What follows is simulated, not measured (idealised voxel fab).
process module | voxel wiring stack
cross-section cut | 205 nm wide | cells 5 nm
A cross-section is a grid of square cells, given in bands from the top down. A band is one or more rows of cells.
Each band's line starts with the height of the band's top and of its bottom, in nm. Then come its materials from left to right, each with its width in nm. One material with "throughout" fills the band from edge to edge. "air" is empty space.
Height 0 is the level under which the wafer as received is all one material. The lowest band goes on downwards, as in "0 down".
A width such as "30 to 40" changes by the same amount from each row of cells to the next, from the band's top row to its bottom row.
"no change" after a step means that no cell of the cross-section changed.
closed voids: empty space of 8 cells or more with no open way to the top, each as width x height at its distance from the left edge, in nm
after a step's settings: what the simulator itself notes on the step
overlay nm, on a step with a mask: how far to the right of its planned place the mask lay; to the left if negative
Each pair below shows a cross-section before one step and the cross-section after it, down to the lowest band that changed. The line under each pair gives the step between them, with its settings. The pairs can come from different runs of this module on the same starting wafer, so a pair continues from the pair above only where its "before" says so.
before
  115 to 100: resist 70 | air 15 | resist 30 | air 15 | resist 75
  100 to 90: lowk throughout
  90 to 85: SiCN throughout
  85 to 65: lowk 65 | SiCN 5 | Ru 20 | SiCN 5 | lowk 15 | SiCN 5 | Ru 20 | SiCN 5 | lowk 65
  65 to 60: SiCN 70 | TiN 20 | SiCN 25 | TiN 20 | SiCN 70
  60 to 45: lowk 70 | TiN 5 | Ru 5 | TiN 5 | lowk 120
  45 to 40: SiCN 70 | TiN 15 | SiCN 120
  40 to 15: lowk 80 | TiN 5 | Ru 10 | TiN 5 | lowk 25 | TiN 5 | Ru 10 | TiN 5 | lowk 60
  15 to 10: SiCN 80 | TiN 20 | SiCN 25 | TiN 20 | SiCN 60
  10 to 0: SiO2 throughout
  0 down: Si throughout
  closed voids: none
after
  115 to 100: resist 70 | air 15 | resist 30 | air 15 | resist 75
  100 to 90: lowk 70 | air 15 | lowk 30 | air 15 | lowk 75
  below 90: unchanged
  closed voids: none
the step between: op DIRECTIONAL_ETCH | etch materials lowk | depth nm 10
before: the cross-section after the pair above
after
  115 to 100: resist 70 | air 15 | resist 30 | air 15 | resist 75
  100 to 90: lowk 70 | air 15 | lowk 30 | air 15 | lowk 75
  90 to 85: SiCN 70 | air 15 | SiCN 30 | air 15 | SiCN 75
  below 85: unchanged
  closed voids: none
the step between: op DIRECTIONAL_ETCH | etch materials SiCN | depth nm 5
before: the cross-section after the pair above
after
  100 to 90: lowk 70 | air 15 | lowk 30 | air 15 | lowk 75
  below 90: unchanged
  closed voids: none
the step between: op STRIP | etch materials resist
before: the cross-section after the pair above
after
  105 to 100: TiN 75 | air 5 | TiN 40 | air 5 | TiN 80
  100 to 90: lowk 70 | TiN 5 | air 5 | TiN 5 | lowk 30 | TiN 5 | air 5 | TiN 5 | lowk 75
  90 to 85: SiCN 70 | TiN 15 | SiCN 30 | TiN 15 | SiCN 75
  below 85: unchanged
  closed voids: none
the step between: op CONFORMAL_DEP | material TiN | thk nm 5
before: the cross-section after the pair above
after
  110 to 105: Cu throughout
  105 to 100: TiN 75 | Cu 5 | TiN 40 | Cu 5 | TiN 80
  100 to 90: lowk 70 | TiN 5 | Cu 5 | TiN 5 | lowk 30 | TiN 5 | Cu 5 | TiN 5 | lowk 75
  below 90: unchanged
  closed voids: none
the step between: op FILL_DEP | material Cu | thk nm 5
before: the cross-section after the pair above
after
  100 to 90: lowk 70 | TiN 5 | Cu 5 | TiN 5 | lowk 30 | TiN 5 | Cu 5 | TiN 5 | lowk 75
  below 90: unchanged
  closed voids: none
the step between: op CMP | height nm 100
before: the cross-section after the pair above
after
  105 to 100: TiN throughout
  below 100: unchanged
  closed voids: none
the step between: op DIRECTIONAL_DEP | material TiN | thk nm 5
before: the cross-section after the pair above
after
  120 to 105: Ru throughout
  below 105: unchanged
  closed voids: none
the step between: op DIRECTIONAL_DEP | material Ru | thk nm 15
before: the cross-section after the pair above
after
  135 to 120: aC throughout
  below 120: unchanged
  closed voids: none
the step between: op DIRECTIONAL_DEP | material aC | thk nm 15
before: the cross-section after the pair above
after
  165 to 135: air 70 | resist 20 | air 25 | resist 20 | air 70
  below 135: unchanged
  closed voids: none
the step between: op PATTERN | tone cover | mask id METAL_3 | material resist | width nm 20 | pitch nm 45 | thk nm 30 | overlay nm 0
before: the cross-section after the pair above
after
  150 to 135: air 70 | resist 20 | air 25 | resist 20 | air 70
  135 to 120: air 70 | aC 20 | air 25 | aC 20 | air 70
  below 120: unchanged
  closed voids: none
the step between: op DIRECTIONAL_ETCH | etch materials aC | depth nm 15
before: the cross-section after the pair above
after
  135 to 120: air 70 | aC 20 | air 25 | aC 20 | air 70
  below 120: unchanged
  closed voids: none
the step between: op STRIP | etch materials resist
before: the cross-section after the pair above
after
  135 to 120: air 70 | aC 20 | air 25 | aC 20 | air 70
  120 to 105: air 70 | Ru 20 | air 25 | Ru 20 | air 70
  below 105: unchanged
  closed voids: none
the step between: op DIRECTIONAL_ETCH | etch materials Ru | depth nm 15
before: the cross-section after the pair above
after
  135 to 120: air 70 | aC 20 | air 25 | aC 20 | air 70
  120 to 105: air 70 | Ru 20 | air 25 | Ru 20 | air 70
  105 to 100: air 70 | TiN 20 | air 25 | TiN 20 | air 70
  below 100: unchanged
  closed voids: none
the step between: op DIRECTIONAL_ETCH | etch materials TiN | depth nm 5
before: the cross-section after the pair above
after
  120 to 105: air 70 | Ru 20 | air 25 | Ru 20 | air 70
  below 105: unchanged
  closed voids: none
the step between: op STRIP | etch materials aC
before: the cross-section after the pair above
after
  125 to 120: lowk throughout
  120 to 105: lowk 70 | Ru 20 | lowk 25 | Ru 20 | lowk 70
  105 to 100: lowk 70 | TiN 20 | lowk 25 | TiN 20 | lowk 70
  below 100: unchanged
  closed voids: none
the step between: op FILL_DEP | material lowk | thk nm 5
before: the cross-section after the pair above
after
  120 to 105: lowk 70 | Ru 20 | lowk 25 | Ru 20 | lowk 70
  below 105: unchanged
  closed voids: none
the step between: op CMP | height nm 120
before: the cross-section after the pair above
after
  125 to 120: SiN throughout
  below 120: unchanged
  closed voids: none
the step between: op CONFORMAL_DEP | material SiN | thk nm 5
before
  40 to 15: lowk 70 | air 20 | lowk 25 | air 20 | lowk 70
  15 to 10: SiCN 70 | air 20 | SiCN 25 | air 20 | SiCN 70
  10 to 0: SiO2 throughout
  0 down: Si throughout
  closed voids: none
after
  45 to 15: lowk 75 | air 10 | lowk 35 | air 10 | lowk 75
  15 to 10: SiCN 70 | lowk 20 | SiCN 25 | lowk 20 | SiCN 70
  below 10: unchanged
  closed voids: none
the step between: op CONFORMAL_DEP | material lowk | thk nm 5
before: the cross-section after the pair above
after
  50 to 45: Ru throughout
  45 to 15: lowk 75 | Ru 10 | lowk 35 | Ru 10 | lowk 75
  below 15: unchanged
  closed voids: none
the step between: op FILL_DEP | material Ru | thk nm 5
before: the cross-section after the pair above
after
  40 to 15: lowk 75 | Ru 10 | lowk 35 | Ru 10 | lowk 75
  below 15: unchanged
  closed voids: none
the step between: op CMP | height nm 40
before: the cross-section after the pair above
after
  45 to 40: SiCN throughout
  below 40: unchanged
  closed voids: none
the step between: op CONFORMAL_DEP | material SiCN | thk nm 5
before: the cross-section after the pair above
after
  60 to 45: lowk throughout
  below 45: unchanged
  closed voids: none
the step between: op DIRECTIONAL_DEP | material lowk | thk nm 15
before: the cross-section after the pair above
after
  70 to 60: aC throughout
  below 60: unchanged
  closed voids: none
the step between: op DIRECTIONAL_DEP | material aC | thk nm 10
before: the cross-section after the pair above
after
  95 to 70: resist 70 | air 15 | resist 120
  below 70: unchanged
  closed voids: none
the step between: op PATTERN | tone open | mask id PLUG_1 | material resist | width nm 15 | thk nm 25 | overlay nm 0
before: the cross-section after the pair above
after
  85 to 70: resist 70 | air 15 | resist 120
  70 to 60: aC 70 | air 15 | aC 120
  below 60: unchanged
  closed voids: none
the step between: op DIRECTIONAL_ETCH | etch materials aC | depth nm 10
before: the cross-section after the pair above
after
  70 to 60: aC 70 | air 15 | aC 120
  below 60: unchanged
  closed voids: none
the step between: op STRIP | etch materials resist
before: the cross-section after the pair above
after
  70 to 60: aC 70 | air 15 | aC 120
  60 to 45: lowk 70 | air 15 | lowk 120
  below 45: unchanged
  closed voids: none
the step between: op DIRECTIONAL_ETCH | etch materials lowk | depth nm 15
before: the cross-section after the pair above
after
  70 to 60: aC 70 | air 15 | aC 120
  60 to 45: lowk 70 | air 15 | lowk 120
  45 to 40: SiCN 70 | air 15 | SiCN 120
  below 40: unchanged
  closed voids: none
the step between: op DIRECTIONAL_ETCH | etch materials SiCN | depth nm 5
before: the cross-section after the pair above
after
  60 to 45: lowk 70 | air 15 | lowk 120
  below 45: unchanged
  closed voids: none
the step between: op STRIP | etch materials aC
before: the cross-section after the pair above
after
  65 to 60: TiN 75 | air 5 | TiN 125
  60 to 45: lowk 70 | TiN 5 | air 5 | TiN 5 | lowk 120
  45 to 40: SiCN 70 | TiN 15 | SiCN 120
  below 40: unchanged
  closed voids: none
the step between: op CONFORMAL_DEP | material TiN | thk nm 5
before: the cross-section after the pair above
after
  75 to 65: Ru throughout
  65 to 60: TiN 75 | Ru 5 | TiN 125
  60 to 45: lowk 70 | TiN 5 | Ru 5 | TiN 5 | lowk 120
  below 45: unchanged
  closed voids: none
the step between: op FILL_DEP | material Ru | thk nm 10
before: the cross-section after the pair above
after
  60 to 45: lowk 70 | TiN 5 | Ru 5 | TiN 5 | lowk 120
  below 45: unchanged
  closed voids: none
the step between: op CMP | height nm 60
before: the cross-section after the pair above
after
  65 to 60: TiN throughout
  below 60: unchanged
  closed voids: none
the step between: op DIRECTIONAL_DEP | material TiN | thk nm 5
before: the cross-section after the pair above
after
  85 to 65: Ru throughout
  below 65: unchanged
  closed voids: none
the step between: op DIRECTIONAL_DEP | material Ru | thk nm 20
before: the cross-section after the pair above
after
  95 to 85: aC throughout
  below 85: unchanged
  closed voids: none
the step between: op DIRECTIONAL_DEP | material aC | thk nm 10
before: the cross-section after the pair above
after
  120 to 95: air 70 | resist 20 | air 25 | resist 20 | air 70
  below 95: unchanged
  closed voids: none
the step between: op PATTERN | tone cover | mask id METAL_2 | material resist | width nm 20 | pitch nm 45 | thk nm 25 | overlay nm 0
before: the cross-section after the pair above
after
  110 to 95: air 70 | resist 20 | air 25 | resist 20 | air 70
  95 to 85: air 70 | aC 20 | air 25 | aC 20 | air 70
  below 85: unchanged
  closed voids: none
the step between: op DIRECTIONAL_ETCH | etch materials aC | depth nm 10
before: the cross-section after the pair above
after
  95 to 85: air 70 | aC 20 | air 25 | aC 20 | air 70
  below 85: unchanged
  closed voids: none
the step between: op STRIP | etch materials resist
before: the cross-section after the pair above
after
  95 to 85: air 70 | aC 20 | air 25 | aC 20 | air 70
  85 to 65: air 70 | Ru 20 | air 25 | Ru 20 | air 70
  below 65: unchanged
  closed voids: none
the step between: op DIRECTIONAL_ETCH | etch materials Ru | depth nm 20
before: the cross-section after the pair above
after
  95 to 85: air 70 | aC 20 | air 25 | aC 20 | air 70
  85 to 65: air 70 | Ru 20 | air 25 | Ru 20 | air 70
  65 to 60: air 70 | TiN 20 | air 25 | TiN 20 | air 70
  below 60: unchanged
  closed voids: none
the step between: op DIRECTIONAL_ETCH | etch materials TiN | depth nm 5
before: the cross-section after the pair above
after
  85 to 65: air 70 | Ru 20 | air 25 | Ru 20 | air 70
  below 65: unchanged
  closed voids: none
the step between: op STRIP | etch materials aC
before: the cross-section after the pair above
after
  90 to 85: air 65 | SiCN 30 | air 15 | SiCN 30 | air 65
  85 to 65: air 65 | SiCN 5 | Ru 20 | SiCN 5 | air 15 | SiCN 5 | Ru 20 | SiCN 5 | air 65
  65 to 60: SiCN 70 | TiN 20 | SiCN 25 | TiN 20 | SiCN 70
  below 60: unchanged
  closed voids: none
the step between: op CONFORMAL_DEP | material SiCN | thk nm 5
before: the cross-section after the pair above
after
  95 to 90: lowk throughout
  90 to 85: lowk 65 | SiCN 30 | lowk 15 | SiCN 30 | lowk 65
  85 to 65: lowk 65 | SiCN 5 | Ru 20 | SiCN 5 | lowk 15 | SiCN 5 | Ru 20 | SiCN 5 | lowk 65
  below 65: unchanged
  closed voids: none
the step between: op FILL_DEP | material lowk | thk nm 5
before: the cross-section after the pair above
after
  85 to 65: lowk 65 | SiCN 5 | Ru 20 | SiCN 5 | lowk 15 | SiCN 5 | Ru 20 | SiCN 5 | lowk 65
  below 65: unchanged
  closed voids: none
the step between: op CMP | height nm 85
before: the cross-section after the pair above
after
  90 to 85: SiCN throughout
  below 85: unchanged
  closed voids: none
the step between: op CONFORMAL_DEP | material SiCN | thk nm 5
before: the cross-section after the pair above
after
  100 to 90: lowk throughout
  below 90: unchanged
  closed voids: none
the step between: op DIRECTIONAL_DEP | material lowk | thk nm 10
before: the cross-section after the pair above
after
  115 to 100: resist 70 | air 15 | resist 30 | air 15 | resist 75
  below 100: unchanged
  closed voids: none
the step between: op PATTERN | tone open | mask id PLUG_2 | material resist | width nm 15 | pitch nm 45 | thk nm 15 | overlay nm 0
before: the cross-section after the pair above
after
  115 to 100: resist 70 | air 15 | resist 30 | air 15 | resist 75
  100 to 90: lowk 70 | air 15 | lowk 30 | air 15 | lowk 75
  below 90: unchanged
  closed voids: none
the step between: op DIRECTIONAL_ETCH | etch materials lowk | depth nm 10
before: the cross-section after the pair above
after
  115 to 100: resist 70 | air 15 | resist 30 | air 15 | resist 75
  100 to 90: lowk 70 | air 15 | lowk 30 | air 15 | lowk 75
  90 to 85: SiCN 70 | air 15 | SiCN 30 | air 15 | SiCN 75
  below 85: unchanged
  closed voids: none
the step between: op DIRECTIONAL_ETCH | etch materials SiCN | depth nm 5
before: the cross-section after the pair above
after
  100 to 90: lowk 70 | air 15 | lowk 30 | air 15 | lowk 75
  below 90: unchanged
  closed voids: none
the step between: op STRIP | etch materials resist
before: the cross-section after the pair above
after
  105 to 100: TiN 75 | air 5 | TiN 40 | air 5 | TiN 80
  100 to 90: lowk 70 | TiN 5 | air 5 | TiN 5 | lowk 30 | TiN 5 | air 5 | TiN 5 | lowk 75
  90 to 85: SiCN 70 | TiN 15 | SiCN 30 | TiN 15 | SiCN 75
  below 85: unchanged
  closed voids: none
the step between: op CONFORMAL_DEP | material TiN | thk nm 5
before: the cross-section after the pair above
after
  110 to 105: Cu throughout
  105 to 100: TiN 75 | Cu 5 | TiN 40 | Cu 5 | TiN 80
  100 to 90: lowk 70 | TiN 5 | Cu 5 | TiN 5 | lowk 30 | TiN 5 | Cu 5 | TiN 5 | lowk 75
  below 90: unchanged
  closed voids: none
the step between: op FILL_DEP | material Cu | thk nm 5
before: the cross-section after the pair above
after
  100 to 90: lowk 70 | TiN 5 | Cu 5 | TiN 5 | lowk 30 | TiN 5 | Cu 5 | TiN 5 | lowk 75
  below 90: unchanged
  closed voids: none
the step between: op CMP | height nm 100
before: the cross-section after the pair above
after
  105 to 100: TiN throughout
  below 100: unchanged
  closed voids: none
the step between: op DIRECTIONAL_DEP | material TiN | thk nm 5
before: the cross-section after the pair above
after
  120 to 105: Ru throughout
  below 105: unchanged
  closed voids: none
the step between: op DIRECTIONAL_DEP | material Ru | thk nm 15
before: the cross-section after the pair above
after
  135 to 120: aC throughout
  below 120: unchanged
  closed voids: none
the step between: op DIRECTIONAL_DEP | material aC | thk nm 15
before: the cross-section after the pair above
after
  165 to 135: air 70 | resist 20 | air 25 | resist 20 | air 70
  below 135: unchanged
  closed voids: none
the step between: op PATTERN | tone cover | mask id METAL_3 | material resist | width nm 20 | pitch nm 45 | thk nm 30 | overlay nm 0
before: the cross-section after the pair above
after
  150 to 135: air 70 | resist 20 | air 25 | resist 20 | air 70
  135 to 120: air 70 | aC 20 | air 25 | aC 20 | air 70
  below 120: unchanged
  closed voids: none
the step between: op DIRECTIONAL_ETCH | etch materials aC | depth nm 15
before: the cross-section after the pair above
after
  135 to 120: air 70 | aC 20 | air 25 | aC 20 | air 70
  below 120: unchanged
  closed voids: none
the step between: op STRIP | etch materials resist
before: the cross-section after the pair above
after
  135 to 120: air 70 | aC 20 | air 25 | aC 20 | air 70
  120 to 105: air 70 | Ru 20 | air 25 | Ru 20 | air 70
  below 105: unchanged
  closed voids: none
the step between: op DIRECTIONAL_ETCH | etch materials Ru | depth nm 15
before: the cross-section after the pair above
after
  135 to 120: air 70 | aC 20 | air 25 | aC 20 | air 70
  120 to 105: air 70 | Ru 20 | air 25 | Ru 20 | air 70
  105 to 100: air 70 | TiN 20 | air 25 | TiN 20 | air 70
  below 100: unchanged
  closed voids: none
the step between: op DIRECTIONAL_ETCH | etch materials TiN | depth nm 5
before: the cross-section after the pair above
after
  120 to 105: air 70 | Ru 20 | air 25 | Ru 20 | air 70
  below 105: unchanged
  closed voids: none
the step between: op STRIP | etch materials aC
before: the cross-section after the pair above
after
  125 to 120: lowk throughout
  120 to 105: lowk 70 | Ru 20 | lowk 25 | Ru 20 | lowk 70
  105 to 100: lowk 70 | TiN 20 | lowk 25 | TiN 20 | lowk 70
  below 100: unchanged
  closed voids: none
the step between: op FILL_DEP | material lowk | thk nm 5
before: the cross-section after the pair above
after
  120 to 105: lowk 70 | Ru 20 | lowk 25 | Ru 20 | lowk 70
  below 105: unchanged
  closed voids: none
the step between: op CMP | height nm 120
before: the cross-section after the pair above
after
  125 to 120: SiN throughout
  below 120: unchanged
  closed voids: none
the step between: op CONFORMAL_DEP | material SiN | thk nm 5
before
  95 to 85: aC throughout
  85 to 65: Ru throughout
  65 to 60: TiN throughout
  60 to 45: lowk 70 | TiN 5 | Ru 5 | TiN 5 | lowk 120
  45 to 40: SiCN 70 | TiN 15 | SiCN 120
  40 to 15: lowk 70 | TiN 5 | Ru 10 | TiN 5 | lowk 25 | TiN 5 | Ru 10 | TiN 5 | lowk 70
  15 to 10: SiCN 70 | TiN 20 | SiCN 25 | TiN 20 | SiCN 70
  10 to 0: SiO2 throughout
  0 down: Si throughout
  closed voids: none
after
  120 to 95: resist 70 | air 20 | resist 25 | air 20 | resist 70
  below 95: unchanged
  closed voids: none
the step between: op PATTERN | tone open | mask id METAL_2 | material resist | width nm 20 | pitch nm 45 | thk nm 25 | overlay nm 0
before: the cross-section after the pair above
after
  110 to 95: resist 70 | air 20 | resist 25 | air 20 | resist 70
  95 to 85: aC 70 | air 20 | aC 25 | air 20 | aC 70
  below 85: unchanged
  closed voids: none
the step between: op DIRECTIONAL_ETCH | etch materials aC | depth nm 10
before: the cross-section after the pair above
after
  95 to 85: aC 70 | air 20 | aC 25 | air 20 | aC 70
  below 85: unchanged
  closed voids: none
the step between: op STRIP | etch materials resist
before: the cross-section after the pair above
after
  95 to 85: aC 70 | air 20 | aC 25 | air 20 | aC 70
  85 to 65: Ru 70 | air 20 | Ru 25 | air 20 | Ru 70
  below 65: unchanged
  closed voids: none
the step between: op DIRECTIONAL_ETCH | etch materials Ru | depth nm 20
before: the cross-section after the pair above
after
  95 to 85: aC 70 | air 20 | aC 25 | air 20 | aC 70
  85 to 65: Ru 70 | air 20 | Ru 25 | air 20 | Ru 70
  65 to 60: TiN 70 | air 20 | TiN 25 | air 20 | TiN 70
  below 60: unchanged
  closed voids: none
the step between: op DIRECTIONAL_ETCH | etch materials TiN | depth nm 5
before: the cross-section after the pair above
after
  85 to 65: Ru 70 | air 20 | Ru 25 | air 20 | Ru 70
  below 65: unchanged
  closed voids: none
the step between: op STRIP | etch materials aC
before: the cross-section after the pair above
after
  90 to 85: SiCN 75 | air 10 | SiCN 35 | air 10 | SiCN 75
  85 to 65: Ru 70 | SiCN 5 | air 10 | SiCN 5 | Ru 25 | SiCN 5 | air 10 | SiCN 5 | Ru 70
  65 to 60: TiN 70 | SiCN 20 | TiN 25 | SiCN 20 | TiN 70
  below 60: unchanged
  closed voids: none
the step between: op CONFORMAL_DEP | material SiCN | thk nm 5
before: the cross-section after the pair above
after
  95 to 90: lowk throughout
  90 to 85: SiCN 75 | lowk 10 | SiCN 35 | lowk 10 | SiCN 75
  85 to 65: Ru 70 | SiCN 5 | lowk 10 | SiCN 5 | Ru 25 | SiCN 5 | lowk 10 | SiCN 5 | Ru 70
  below 65: unchanged
  closed voids: none
the step between: op FILL_DEP | material lowk | thk nm 5
before: the cross-section after the pair above
after
  85 to 65: Ru 70 | SiCN 5 | lowk 10 | SiCN 5 | Ru 25 | SiCN 5 | lowk 10 | SiCN 5 | Ru 70
  below 65: unchanged
  closed voids: none
the step between: op CMP | height nm 85
before: the cross-section after the pair above
after
  90 to 85: SiCN throughout
  below 85: unchanged
  closed voids: none
the step between: op CONFORMAL_DEP | material SiCN | thk nm 5
before: the cross-section after the pair above
after
  100 to 90: lowk throughout
  below 90: unchanged
  closed voids: none
the step between: op DIRECTIONAL_DEP | material lowk | thk nm 10
before: the cross-section after the pair above
after
  115 to 100: resist 70 | air 15 | resist 30 | air 15 | resist 75
  below 100: unchanged
  closed voids: none
the step between: op PATTERN | tone open | mask id PLUG_2 | material resist | width nm 15 | pitch nm 45 | thk nm 15 | overlay nm 0
before: the cross-section after the pair above
after
  115 to 100: resist 70 | air 15 | resist 30 | air 15 | resist 75
  100 to 90: lowk 70 | air 15 | lowk 30 | air 15 | lowk 75
  below 90: unchanged
  closed voids: none
the step between: op DIRECTIONAL_ETCH | etch materials lowk | depth nm 10
before: the cross-section after the pair above
after
  115 to 100: resist 70 | air 15 | resist 30 | air 15 | resist 75
  100 to 90: lowk 70 | air 15 | lowk 30 | air 15 | lowk 75
  90 to 85: SiCN 70 | air 15 | SiCN 30 | air 15 | SiCN 75
  below 85: unchanged
  closed voids: none
the step between: op DIRECTIONAL_ETCH | etch materials SiCN | depth nm 5
before: the cross-section after the pair above
after
  100 to 90: lowk 70 | air 15 | lowk 30 | air 15 | lowk 75
  below 90: unchanged
  closed voids: none
the step between: op STRIP | etch materials resist
before: the cross-section after the pair above
after
  105 to 100: TiN 75 | air 5 | TiN 40 | air 5 | TiN 80
  100 to 90: lowk 70 | TiN 5 | air 5 | TiN 5 | lowk 30 | TiN 5 | air 5 | TiN 5 | lowk 75
  90 to 85: SiCN 70 | TiN 15 | SiCN 30 | TiN 15 | SiCN 75
  below 85: unchanged
  closed voids: none
the step between: op CONFORMAL_DEP | material TiN | thk nm 5
before: the cross-section after the pair above
after
  110 to 105: Cu throughout
  105 to 100: TiN 75 | Cu 5 | TiN 40 | Cu 5 | TiN 80
  100 to 90: lowk 70 | TiN 5 | Cu 5 | TiN 5 | lowk 30 | TiN 5 | Cu 5 | TiN 5 | lowk 75
  below 90: unchanged
  closed voids: none
the step between: op FILL_DEP | material Cu | thk nm 5
before: the cross-section after the pair above
after
  100 to 90: lowk 70 | TiN 5 | Cu 5 | TiN 5 | lowk 30 | TiN 5 | Cu 5 | TiN 5 | lowk 75
  below 90: unchanged
  closed voids: none
the step between: op CMP | height nm 100
before: the cross-section after the pair above
after
  105 to 100: TiN throughout
  below 100: unchanged
  closed voids: none
the step between: op DIRECTIONAL_DEP | material TiN | thk nm 5
before: the cross-section after the pair above
after
  120 to 105: Ru throughout
  below 105: unchanged
  closed voids: none
the step between: op DIRECTIONAL_DEP | material Ru | thk nm 15
before: the cross-section after the pair above
after
  135 to 120: aC throughout
  below 120: unchanged
  closed voids: none
the step between: op DIRECTIONAL_DEP | material aC | thk nm 15
before: the cross-section after the pair above
after
  165 to 135: air 70 | resist 20 | air 25 | resist 20 | air 70
  below 135: unchanged
  closed voids: none
the step between: op PATTERN | tone cover | mask id METAL_3 | material resist | width nm 20 | pitch nm 45 | thk nm 30 | overlay nm 0
before: the cross-section after the pair above
after
  150 to 135: air 70 | resist 20 | air 25 | resist 20 | air 70
  135 to 120: air 70 | aC 20 | air 25 | aC 20 | air 70
  below 120: unchanged
  closed voids: none
the step between: op DIRECTIONAL_ETCH | etch materials aC | depth nm 15
before: the cross-section after the pair above
after
  135 to 120: air 70 | aC 20 | air 25 | aC 20 | air 70
  below 120: unchanged
  closed voids: none
the step between: op STRIP | etch materials resist
before: the cross-section after the pair above
after
  135 to 120: air 70 | aC 20 | air 25 | aC 20 | air 70
  120 to 105: air 70 | Ru 20 | air 25 | Ru 20 | air 70
  below 105: unchanged
  closed voids: none
the step between: op DIRECTIONAL_ETCH | etch materials Ru | depth nm 15
before: the cross-section after the pair above
after
  135 to 120: air 70 | aC 20 | air 25 | aC 20 | air 70
  120 to 105: air 70 | Ru 20 | air 25 | Ru 20 | air 70
  105 to 100: air 70 | TiN 20 | air 25 | TiN 20 | air 70
  below 100: unchanged
  closed voids: none
the step between: op DIRECTIONAL_ETCH | etch materials TiN | depth nm 5
before: the cross-section after the pair above
after
  120 to 105: air 70 | Ru 20 | air 25 | Ru 20 | air 70
  below 105: unchanged
  closed voids: none
the step between: op STRIP | etch materials aC
before: the cross-section after the pair above
after
  125 to 120: lowk throughout
  120 to 105: lowk 70 | Ru 20 | lowk 25 | Ru 20 | lowk 70
  105 to 100: lowk 70 | TiN 20 | lowk 25 | TiN 20 | lowk 70
  below 100: unchanged
  closed voids: none
the step between: op FILL_DEP | material lowk | thk nm 5
before: the cross-section after the pair above
after
  120 to 105: lowk 70 | Ru 20 | lowk 25 | Ru 20 | lowk 70
  below 105: unchanged
  closed voids: none
the step between: op CMP | height nm 120
before: the cross-section after the pair above
after
  125 to 120: SiN throughout
  below 120: unchanged
  closed voids: none
the step between: op CONFORMAL_DEP | material SiN | thk nm 5
